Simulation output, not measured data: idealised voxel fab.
Process module in this document: voxel ribs on slabs
Square cells of 5 nm make up the cross-section cut, whose width is 250 nm.
Cross-section format: a grid of square cells, given as bands from top to bottom; each band is one or more rows of cells. The entry gives the band's vertical extent as a top height and a bottom height in nm, then its horizontal make-up as materials from left to right, each with a width in nm. "air" stands for empty space; a single material marked "all across" fills the band edge to edge. The level at which height equals 0 is the one under which the wafer, as it arrives, is entirely one material. No lower edge exists for the bottom band, which continues downward and is notated as in "z 0 and below". Top row gets the first number, bottom row gets the second, and each row in between changes by the same step: that is how a band width like "30..40" works. For the purposes of this document, the phrase "no alteration" attached to a step denotes that no cell within the cross-section was modified by that step. Entry "Closed void roster". Content: empty spaces with no open connection to the top, size 8 cells or greater. Each: width x height at distance. Distance: from left edge. Unit: nm. If you see something after the settings on a step's line, that's the simulator's own remark about that step. overlay nm: step with mask; distance mask lay right of planned place; negative value = left of planned place.

-- So here's the lineup of process steps we planned
1 RECEIVE [material Si]
2 DIRECTIONAL_DEP [material SiO2] [thk nm 20]
3 DIRECTIONAL_DEP [material polySi] [thk nm 25]
4 MASKED_ETCH [tone cover] [mask id RIB] [width nm 20] [etch materials polySi] [depth nm 10] [overlay nm 0]
5 PATTERN [tone cover] [mask id SLAB] [material resist] [width nm 70] [thk nm 15] [overlay nm 0]
6 DIRECTIONAL_ETCH [etch materials polySi] [depth nm 15]
7 STRIP [etch materials resist]
8 FILL_DEP [material SiO2] [thk nm 20]
9 CMP [height nm 55]
10 DIRECTIONAL_DEP [material W] [thk nm 5]
11 DIRECTIONAL_DEP [material aC] [thk nm 10]
12 PATTERN [tone cover] [mask id HEATER] [material resist] [width nm 20] [thk nm 25] [overlay nm 0]
13 DIRECTIONAL_ETCH [etch materials aC] [depth nm 10]
14 STRIP [etch materials resist]
15 DIRECTIONAL_ETCH [etch materials W] [depth nm 5]
16 STRIP [etch materials aC]
17 CONFORMAL_DEP [material SiN] [thk nm 5]
Same starting wafers, different width nm at step 12. Plan value belongs to the first wafer.

-- First of several wafers (as received, post step 1), cross-sectional view
  z 0 and below: Si all across
  Closed void roster: none

-- Cross-section after step 17, the final step of the module, for the first of several wafers
  z 65 to 60: air (110), SiN (30), air (110)
  z 60 to 55: SiN (115), W (20), SiN (115)
  z 55 to 45: SiO2 all across
  z 45 to 35: SiO2 (115), polySi (20), SiO2 (115)
  z 35 to 20: SiO2 (90), polySi (70), SiO2 (90)
  z 20 to 0: SiO2 all across
  z 0 and below: Si all across
  Closed void roster: none

-- Last wafer of the set, cross-sectioned at end of module
  z 65 to 60: air (100), SiN (55), air (95)
  z 60 to 55: SiN (105), W (45), SiN (100)
  z 55 to 45: SiO2 all across
  z 45 to 35: SiO2 (115), polySi (20), SiO2 (115)
  z 35 to 20: SiO2 (90), polySi (70), SiO2 (90)
  z 20 to 0: SiO2 all across
  z 0 and below: Si all across
  Closed void roster: none

-- End of module, by wafer: material-by-material cell gain (+) or loss (-) since receipt, then closed voids
width nm 20 | +52 SiN | +500 SiO2 | +4 W | +50 polySi | Closed void roster: none
width nm 25 | +52 SiN | +500 SiO2 | +5 W | +50 polySi | Closed void roster: none
width nm 30 | +52 SiN | +500 SiO2 | +6 W | +50 polySi | Closed void roster: none
width nm 35 | +52 SiN | +500 SiO2 | +7 W | +50 polySi | Closed void roster: none
width nm 40 | +52 SiN | +500 SiO2 | +8 W | +50 polySi | Closed void roster: none
width nm 45 | +52 SiN | +500 SiO2 | +9 W | +50 polySi | Closed void roster: none
